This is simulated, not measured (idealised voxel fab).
Process module in this document: voxel released beams
The cross-section shown here is cut; it is 185 nm wide and divided into square cells measuring 5 nm on a side.
Cross-section spec: square-cell grid; bands listed top down; each band is one or more rows. A band entry consists of two parts. The first gives the height of the band's top and the height of its bottom, in nm. The rest lists the band's materials from left to right, each with its width in nm. A single material labelled with the word "throughout" fills the band from edge to edge, and the word "empty" marks empty space. Note: height 0 marks the level under which the wafer is uniformly one material as received. Lowest band unbounded below, written "0 nm and below". When a width is written as two numbers, as in "30 to 40", the first number is the width in the top row of cells of the band and the second is the width in its bottom row, and the width changes by the same amount from each row to the next. "remained the same" after a step means that no cell of the cross-section changed. Entry "Enclosed cavities" = empty spaces >= 8 cells with no open way to the top; each as width x height at distance, distance from left edge, all nm. That trailing text on a step's line, after the settings, is the simulator's own remark on the step. "overlay nm" on a masked step: distance the mask lay right of its planned place, negative for left.
Planned step list for the process:
1. RECEIVE, material Si
2. CONFORMAL_DEP, material SiN, thk nm 5
3. DIRECTIONAL_DEP, material SiO2, thk nm 20
4. MASKED_ETCH, tone open, mask id ANCHOR, width nm 25, etch materials SiO2, depth nm 20, overlay nm 0
5. CONFORMAL_DEP, material W, thk nm 10
6. PATTERN, tone cover, mask id BEAM, material resist, width nm 105, thk nm 20, overlay nm 0
7. DIRECTIONAL_ETCH, etch materials W, depth nm 10
8. STRIP, etch materials resist
9. STRIP, etch materials SiO2
Among the wafers covered here, the point of difference is the width nm at step 4; their starting state is shared, and the plan presents the value of the first wafer.
First of several wafers, received after step 1, in cross-section:
* 0 nm and below | Si throughout
* Enclosed cavities: none
First wafer of several, cross-section, module end, after step 9 (last):
* 35 nm to 25 nm | empty=35 | W=20 | empty=5 | W=80 | empty=45
* 25 nm to 15 nm | empty=45 | W=10 | empty=5 | W=10 | empty=115
* 15 nm to 5 nm | empty=45 | W=25 | empty=115
* 5 nm to 0 nm | SiN throughout
* 0 nm and below | Si throughout
* Enclosed cavities: none
End of module: cross-section, last of several wafers:
* 35 nm to 25 nm | empty=35 | W=10 | empty=30 | W=65 | empty=45
* 25 nm to 15 nm | empty=35 | W=10 | empty=30 | W=10 | empty=100
* 15 nm to 5 nm | empty=35 | W=50 | empty=100
* 5 nm to 0 nm | SiN throughout
* 0 nm and below | Si throughout
* Enclosed cavities: none
Take any row and you have a wafer at the end of the module: how many cells of each material it has gained (+) or lost (-) since it was received, and then its closed voids:
width nm 25, +37 SiN, +58 W, Enclosed cavities: none
width nm 30, +37 SiN, +58 W, Enclosed cavities: none
width nm 35, +37 SiN, +58 W, Enclosed cavities: none
width nm 40, +37 SiN, +58 W, Enclosed cavities: none
width nm 45, +37 SiN, +58 W, Enclosed cavities: none
width nm 50, +37 SiN, +58 W, Enclosed cavities: none
